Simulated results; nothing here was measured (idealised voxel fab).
Title: Process Module voxel tone inversion
The figure presents cross-section cut, which has a width of 155 nm and is divided into square cells with an edge length of 5 nm.
Just so we're on the same page, the cross-sections are grids of square cells, and they're listed out in bands top to bottom, each band one or more rows deep. It is stipulated that each band's entry specify, in nanometres, the height of the top of the band and then that of its bottom, followed by the materials of the band in left-to-right sequence, each together with its width in nanometres. A single material marked by the word "all across" is understood to fill the band from edge to edge; the word "air" is understood to denote empty space. It should be noted that heights are counted from 0, beneath which the wafer as supplied is of one material throughout, and that the lowest band possesses no lower boundary but continues downward, as written in "0..down". Per-row width for "30 to 40": begins at first number (top row of band), ends at second number (bottom row), increment between rows held constant. "stayed the same" means the step left every cell of the cross-section as it was. What "Trapped cavities" gives you is every empty space of 8 cells or more that is cut off from the top. Each appears as width x height at distance, with the distance taken from the left edge and width, height and distance all in nm. Anything after a step's settings on that line? It's the simulator's own note about the step. "overlay nm", when on a step's line for a step with a mask, measures how far to the right of its planned place the mask lay; a negative measure means to the left.

### Intended process steps
1 RECEIVE [material Si]
2 CONFORMAL_DEP [material SiCN] [thk nm 10]
3 DIRECTIONAL_DEP [material aC] [thk nm 25]
4 PATTERN [tone cover] [mask id POSTS] [material resist] [width nm 20] [pitch nm 40] [thk nm 30] [overlay nm 0]
5 DIRECTIONAL_ETCH [etch materials aC] [depth nm 25]
6 STRIP [etch materials resist]
7 FILL_DEP [material lowk] [thk nm 5]
8 CMP [height nm 35]
9 STRIP [etch materials aC]

### first wafer, as planned

### Shown in cross-section is the wafer as received, that is, as it stands after step 1
  0..down = Si all across
  Trapped cavities: none

### Cross-sectional representation of the wafer at the conclusion of step 2
  10..0 = SiCN all across
  Below a height of 0, the structure has not been altered.

### Cross-sectional representation of the wafer at the conclusion of step 3
  35..10 = aC all across
  Below a height of 10, the structure has not been altered.

### Cross-sectional representation of the wafer at the conclusion of step 4
  65..35 = 25 of air | 20 of resist | 20 of air | 20 of resist | 20 of air | 20 of resist | 30 of air
  Below a height of 35, the structure has not been altered.

### Cross-sectional representation of the wafer at the conclusion of step 5
  40..35 = 25 of air | 20 of resist | 20 of air | 20 of resist | 20 of air | 20 of resist | 30 of air
  35..10 = 25 of air | 20 of aC | 20 of air | 20 of aC | 20 of air | 20 of aC | 30 of air
  Below a height of 10, the structure has not been altered.

### Cross-sectional representation of the wafer at the conclusion of step 6
  35..10 = 25 of air | 20 of aC | 20 of air | 20 of aC | 20 of air | 20 of aC | 30 of air
  Below a height of 10, the structure has not been altered.

### Cross-sectional representation of the wafer at the conclusion of step 7
  40..35 = lowk all across
  35..10 = 25 of lowk | 20 of aC | 20 of lowk | 20 of aC | 20 of lowk | 20 of aC | 30 of lowk
  Below a height of 10, the structure has not been altered.

### Cross-sectional representation of the wafer at the conclusion of step 8
  35..10 = 25 of lowk | 20 of aC | 20 of lowk | 20 of aC | 20 of lowk | 20 of aC | 30 of lowk
  Below a height of 10, the structure has not been altered.

### Cross-sectional representation of the wafer at the conclusion of step 9
  35..10 = 25 of lowk | 20 of air | 20 of lowk | 20 of air | 20 of lowk | 20 of air | 30 of lowk
  Below a height of 10, the structure has not been altered.

### Wafer two of two - same starting point, same process plan, one mistake in execution; matches wafer one up to and including step 3

### Second wafer, section view, time point: scheduled end of step 4
  65..35 = 25 of resist | 20 of air | 20 of resist | 20 of air | 20 of resist | 20 of air | 30 of resist
  Below a height of 35, the structure has not been altered.

### Second wafer, section view, time point: scheduled end of step 5
  40..35 = 25 of resist | 20 of air | 20 of resist | 20 of air | 20 of resist | 20 of air | 30 of resist
  35..10 = 25 of aC | 20 of air | 20 of aC | 20 of air | 20 of aC | 20 of air | 30 of aC
  Below a height of 10, the structure has not been altered.

### Second wafer, section view, time point: scheduled end of step 6
  35..10 = 25 of aC | 20 of air | 20 of aC | 20 of air | 20 of aC | 20 of air | 30 of aC
  Below a height of 10, the structure has not been altered.

### Second wafer, section view, time point: scheduled end of step 7
  40..35 = lowk all across
  35..10 = 25 of aC | 20 of lowk | 20 of aC | 20 of lowk | 20 of aC | 20 of lowk | 30 of aC
  Below a height of 10, the structure has not been altered.

### Second wafer, section view, time point: scheduled end of step 8
  35..10 = 25 of aC | 20 of lowk | 20 of aC | 20 of lowk | 20 of aC | 20 of lowk | 30 of aC
  Below a height of 10, the structure has not been altered.

### Second wafer, section view, time point: scheduled end of step 9
  35..10 = 25 of air | 20 of lowk | 20 of air | 20 of lowk | 20 of air | 20 of lowk | 30 of air
  Below a height of 10, the structure has not been altered.
Processing error: for step 4, the planned setting was not used; the step was instead run as PATTERN [tone open] [mask id POSTS] [material resist] [width nm 20] [pitch nm 40] [thk nm 30] [overlay nm 0]
Final wafer comparison in cells, second versus first, more or fewer per material: -35 lowk
